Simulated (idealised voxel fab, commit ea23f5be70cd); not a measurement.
process module | voxel local oxidation
cross-section cut | 295 nm wide | cells 5 nm
A cross-section is a grid of square cells, given in bands from the top down. A band is one or more rows of cells.
Each band's line starts with the height of the band's top and of its bottom, in nm. Then come its materials from left to right, each with its width in nm. One material with "throughout" fills the band from edge to edge. "air" is empty space.
Height 0 is the level under which the wafer as received is all one material. The lowest band goes on downwards, as in "0 down".
A width such as "30 to 40" changes by the same amount from each row of cells to the next, from the band's top row to its bottom row.
"no change" after a step means that no cell of the cross-section changed.
closed voids: empty space of 8 cells or more with no open way to the top, each as width x height at its distance from the left edge, in nm
after a step's settings: what the simulator itself notes on the step
overlay nm, on a step with a mask: how far to the right of its planned place the mask lay; to the left if negative
plan
1 op RECEIVE | material Si
2 op CONFORMAL_DEP | material SiO2 | thk nm 5
3 op CONFORMAL_DEP | material SiN | thk nm 10
4 op DIRECTIONAL_DEP | material aC | thk nm 15
5 op PATTERN | tone cover | mask id ACTIVE | material resist | width nm 100 | pitch nm 130 | thk nm 35 | overlay nm -15
6 op DIRECTIONAL_ETCH | etch materials aC | depth nm 15
7 op STRIP | etch materials resist
8 op DIRECTIONAL_ETCH | etch materials SiN | depth nm 10
9 op STRIP | etch materials aC
10 op SELECTIVE_ETCH | etch materials SiO2 | depth nm 5
11 op OXIDIZE | depth nm 10
12 op STRIP | etch materials SiN
varied across the wafers: overlay nm of step 5. The plan shows the first wafer's value. All wafers start alike
first wafer as received, after step 1
  0 down: Si throughout
  closed voids: none
first wafer at the end, after step 12
  5 to 0: air 20 | SiO2 90 | air 40 | SiO2 90 | air 55
  0 to -10: SiO2 30 | Si 70 | SiO2 60 | Si 70 | SiO2 65
  -10 down: Si throughout
  closed voids: none
last wafer at the end
  5 to 0: air 50 | SiO2 90 | air 40 | SiO2 90 | air 25
  0 to -10: SiO2 60 | Si 70 | SiO2 60 | Si 70 | SiO2 35
  -10 down: Si throughout
  closed voids: none
each wafer at the end: cells of each material gained (+) or lost (-) since it was received, then its closed voids
overlay nm -15 | -62 Si | +98 SiO2 | closed voids: none
overlay nm -10 | -62 Si | +98 SiO2 | closed voids: none
overlay nm -5 | -62 Si | +98 SiO2 | closed voids: none
overlay nm 0 | -62 Si | +98 SiO2 | closed voids: none
overlay nm 5 | -62 Si | +98 SiO2 | closed voids: none
overlay nm 10 | -62 Si | +98 SiO2 | closed voids: none
overlay nm 15 | -62 Si | +98 SiO2 | closed voids: none
